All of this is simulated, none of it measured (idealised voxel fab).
process module | voxel spacer lines
cross-section cut | 225 nm wide | cells 5 nm
A cross-section is a grid of square cells, given in bands from the top down. A band is one or more rows of cells.
Each band's line starts with the height of the band's top and of its bottom, in nm. Then come its materials from left to right, each with its width in nm. One material with "throughout" fills the band from edge to edge. "air" is empty space.
Height 0 is the level under which the wafer as received is all one material. The lowest band goes on downwards, as in "0 down".
A width such as "30 to 40" changes by the same amount from each row of cells to the next, from the band's top row to its bottom row.
"no change" after a step means that no cell of the cross-section changed.
closed voids: empty space of 8 cells or more with no open way to the top, each as width x height at its distance from the left edge, in nm
after a step's settings: what the simulator itself notes on the step
overlay nm, on a step with a mask: how far to the right of its planned place the mask lay; to the left if negative
plan
1 op RECEIVE | material Si
2 op CONFORMAL_DEP | material Al2O3 | thk nm 10
3 op DIRECTIONAL_DEP | material W | thk nm 15
4 op DIRECTIONAL_DEP | material aC | thk nm 25
5 op PATTERN | tone cover | mask id MANDREL | material resist | width nm 25 | pitch nm 80 | thk nm 30 | overlay nm 0
6 op DIRECTIONAL_ETCH | etch materials aC | depth nm 25
7 op STRIP | etch materials resist
8 op CONFORMAL_DEP | material SiO2 | thk nm 15
9 op DIRECTIONAL_ETCH | etch materials SiO2 | depth nm 15
10 op STRIP | etch materials aC
11 op DIRECTIONAL_ETCH | etch materials W | depth nm 15
12 op STRIP | etch materials SiO2
first wafer, as planned
as received, after step 1
  0 down: Si throughout
  closed voids: none
after step 2
  10 to 0: Al2O3 throughout
  below 0: unchanged
after step 3
  25 to 10: W throughout
  below 10: unchanged
after step 4
  50 to 25: aC throughout
  below 25: unchanged
after step 5
  80 to 50: air 20 | resist 25 | air 55 | resist 25 | air 55 | resist 25 | air 20
  below 50: unchanged
after step 6
  55 to 50: air 20 | resist 25 | air 55 | resist 25 | air 55 | resist 25 | air 20
  50 to 25: air 20 | aC 25 | air 55 | aC 25 | air 55 | aC 25 | air 20
  below 25: unchanged
after step 7
  50 to 25: air 20 | aC 25 | air 55 | aC 25 | air 55 | aC 25 | air 20
  below 25: unchanged
after step 8
  65 to 50: air 5 | SiO2 55 | air 25 | SiO2 55 | air 25 | SiO2 55 | air 5
  50 to 40: air 5 | SiO2 15 | aC 25 | SiO2 15 | air 25 | SiO2 15 | aC 25 | SiO2 15 | air 25 | SiO2 15 | aC 25 | SiO2 15 | air 5
  40 to 25: SiO2 20 | aC 25 | SiO2 55 | aC 25 | SiO2 55 | aC 25 | SiO2 20
  below 25: unchanged
after step 9
  50 to 25: air 5 | SiO2 15 | aC 25 | SiO2 15 | air 25 | SiO2 15 | aC 25 | SiO2 15 | air 25 | SiO2 15 | aC 25 | SiO2 15 | air 5
  below 25: unchanged
after step 10
  50 to 25: air 5 | SiO2 15 | air 25 | SiO2 15 | air 25 | SiO2 15 | air 25 | SiO2 15 | air 25 | SiO2 15 | air 25 | SiO2 15 | air 5
  below 25: unchanged
after step 11
  50 to 25: air 5 | SiO2 15 | air 25 | SiO2 15 | air 25 | SiO2 15 | air 25 | SiO2 15 | air 25 | SiO2 15 | air 25 | SiO2 15 | air 5
  25 to 10: air 5 | W 15 | air 25 | W 15 | air 25 | W 15 | air 25 | W 15 | air 25 | W 15 | air 25 | W 15 | air 5
  below 10: unchanged
after step 12
  25 to 10: air 5 | W 15 | air 25 | W 15 | air 25 | W 15 | air 25 | W 15 | air 25 | W 15 | air 25 | W 15 | air 5
  below 10: unchanged
second wafer: like start, like plan, one mistake. Through step 2 it matches the first wafer
when step 3 should have ended
  20 to 10: W throughout
  below 10: unchanged
when step 4 should have ended
  45 to 20: aC throughout
  below 20: unchanged
when step 5 should have ended
  75 to 45: air 20 | resist 25 | air 55 | resist 25 | air 55 | resist 25 | air 20
  below 45: unchanged
when step 6 should have ended
  50 to 45: air 20 | resist 25 | air 55 | resist 25 | air 55 | resist 25 | air 20
  45 to 20: air 20 | aC 25 | air 55 | aC 25 | air 55 | aC 25 | air 20
  below 20: unchanged
when step 7 should have ended
  45 to 20: air 20 | aC 25 | air 55 | aC 25 | air 55 | aC 25 | air 20
  below 20: unchanged
when step 8 should have ended
  60 to 45: air 5 | SiO2 55 | air 25 | SiO2 55 | air 25 | SiO2 55 | air 5
  45 to 35: air 5 | SiO2 15 | aC 25 | SiO2 15 | air 25 | SiO2 15 | aC 25 | SiO2 15 | air 25 | SiO2 15 | aC 25 | SiO2 15 | air 5
  35 to 20: SiO2 20 | aC 25 | SiO2 55 | aC 25 | SiO2 55 | aC 25 | SiO2 20
  below 20: unchanged
when step 9 should have ended
  45 to 20: air 5 | SiO2 15 | aC 25 | SiO2 15 | air 25 | SiO2 15 | aC 25 | SiO2 15 | air 25 | SiO2 15 | aC 25 | SiO2 15 | air 5
  below 20: unchanged
when step 10 should have ended
  45 to 20: air 5 | SiO2 15 | air 25 | SiO2 15 | air 25 | SiO2 15 | air 25 | SiO2 15 | air 25 | SiO2 15 | air 25 | SiO2 15 | air 5
  below 20: unchanged
when step 11 should have ended
  45 to 20: air 5 | SiO2 15 | air 25 | SiO2 15 | air 25 | SiO2 15 | air 25 | SiO2 15 | air 25 | SiO2 15 | air 25 | SiO2 15 | air 5
  20 to 10: air 5 | W 15 | air 25 | W 15 | air 25 | W 15 | air 25 | W 15 | air 25 | W 15 | air 25 | W 15 | air 5
  below 10: unchanged
when step 12 should have ended
  20 to 10: air 5 | W 15 | air 25 | W 15 | air 25 | W 15 | air 25 | W 15 | air 25 | W 15 | air 25 | W 15 | air 5
  below 10: unchanged
what went wrong: step 3 ran as: op DIRECTIONAL_DEP | material W | thk nm 10
at the end the second wafer has, in cells: 18 fewer of W
